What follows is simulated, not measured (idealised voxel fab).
process module | voxel fin reveal
cross-section cut | 295 nm wide | cells 5 nm
A cross-section is a grid of square cells, given in bands from the top down. A band is one or more rows of cells.
Each band's line starts with the height of the band's top and of its bottom, in nm. Then come its materials from left to right, each with its width in nm. One material with "throughout" fills the band from edge to edge. "air" is empty space.
Height 0 is the level under which the wafer as received is all one material. The lowest band goes on downwards, as in "0 down".
A width such as "30 to 40" changes by the same amount from each row of cells to the next, from the band's top row to its bottom row.
"no change" after a step means that no cell of the cross-section changed.
closed voids: empty space of 8 cells or more with no open way to the top, each as width x height at its distance from the left edge, in nm
after a step's settings: what the simulator itself notes on the step
overlay nm, on a step with a mask: how far to the right of its planned place the mask lay; to the left if negative
plan
1 op RECEIVE | material Si
2 op CONFORMAL_DEP | material SiN | thk nm 10
3 op PATTERN | tone cover | mask id FINS | material resist | width nm 15 | pitch nm 40 | thk nm 20 | overlay nm 0
4 op DIRECTIONAL_ETCH | etch materials SiN | depth nm 10
5 op DIRECTIONAL_ETCH | etch materials Si | depth nm 30
6 op STRIP | etch materials resist
7 op FILL_DEP | material SiO2 | thk nm 5
8 op CMP | height nm 10
9 op SELECTIVE_ETCH | etch materials SiO2 | depth nm 25
10 op STRIP | etch materials SiN
11 op CONFORMAL_DEP | material SiO2 | thk nm 5
first wafer, as planned
as received, after step 1
  0 down: Si throughout
  closed voids: none
after step 2
  10 to 0: SiN throughout
  below 0: unchanged
after step 3
  30 to 10: air 100 | resist 15 | air 25 | resist 15 | air 25 | resist 15 | air 100
  below 10: unchanged
after step 4
  30 to 10: air 100 | resist 15 | air 25 | resist 15 | air 25 | resist 15 | air 100
  10 to 0: air 100 | SiN 15 | air 25 | SiN 15 | air 25 | SiN 15 | air 100
  below 0: unchanged
after step 5
  30 to 10: air 100 | resist 15 | air 25 | resist 15 | air 25 | resist 15 | air 100
  10 to 0: air 100 | SiN 15 | air 25 | SiN 15 | air 25 | SiN 15 | air 100
  0 to -30: air 100 | Si 15 | air 25 | Si 15 | air 25 | Si 15 | air 100
  below -30: unchanged
after step 6
  10 to 0: air 100 | SiN 15 | air 25 | SiN 15 | air 25 | SiN 15 | air 100
  below 0: unchanged
after step 7
  15 to 10: SiO2 throughout
  10 to 0: SiO2 100 | SiN 15 | SiO2 25 | SiN 15 | SiO2 25 | SiN 15 | SiO2 100
  0 to -30: SiO2 100 | Si 15 | SiO2 25 | Si 15 | SiO2 25 | Si 15 | SiO2 100
  below -30: unchanged
after step 8
  10 to 0: SiO2 100 | SiN 15 | SiO2 25 | SiN 15 | SiO2 25 | SiN 15 | SiO2 100
  below 0: unchanged
after step 9
  10 to 0: air 100 | SiN 15 | air 25 | SiN 15 | air 25 | SiN 15 | air 100
  0 to -15: air 100 | Si 15 | air 25 | Si 15 | air 25 | Si 15 | air 100
  below -15: unchanged
after step 10
  0 to -15: air 100 | Si 15 | air 25 | Si 15 | air 25 | Si 15 | air 100
  below -15: unchanged
after step 11
  5 to 0: air 95 | SiO2 25 | air 15 | SiO2 25 | air 15 | SiO2 25 | air 95
  0 to -10: air 95 | SiO2 5 | Si 15 | SiO2 5 | air 15 | SiO2 5 | Si 15 | SiO2 5 | air 15 | SiO2 5 | Si 15 | SiO2 5 | air 95
  -10 to -30: SiO2 100 | Si 15 | SiO2 25 | Si 15 | SiO2 25 | Si 15 | SiO2 100
  below -30: unchanged
second wafer: like start, like plan, one mistake. Through step 8 it matches the first wafer
when step 9 should have ended
  10 to 0: SiO2 100 | air 15 | SiO2 25 | air 15 | SiO2 25 | air 15 | SiO2 100
  below 0: unchanged
when step 10 should have ended
  0 to -15: air 100 | Si 15 | air 25 | Si 15 | air 25 | Si 15 | air 100
  -15 to -25: SiO2 75 | air 25 | Si 15 | air 25 | Si 15 | air 25 | Si 15 | air 25 | SiO2 75
  below -25: unchanged
when step 11 should have ended
  5 to 0: air 95 | SiO2 25 | air 15 | SiO2 25 | air 15 | SiO2 25 | air 95
  0 to -10: air 95 | SiO2 5 | Si 15 | SiO2 5 | air 15 | SiO2 5 | Si 15 | SiO2 5 | air 15 | SiO2 5 | Si 15 | SiO2 5 | air 95
  -10 to -20: SiO2 80 | air 15 | SiO2 5 | Si 15 | SiO2 5 | air 15 | SiO2 5 | Si 15 | SiO2 5 | air 15 | SiO2 5 | Si 15 | SiO2 5 | air 15 | SiO2 80
  -20 to -30: SiO2 100 | Si 15 | SiO2 25 | Si 15 | SiO2 25 | Si 15 | SiO2 100
  below -30: unchanged
what went wrong: steps 9 and 10 were swapped
at the end the second wafer has, in cells: 24 fewer of SiO2
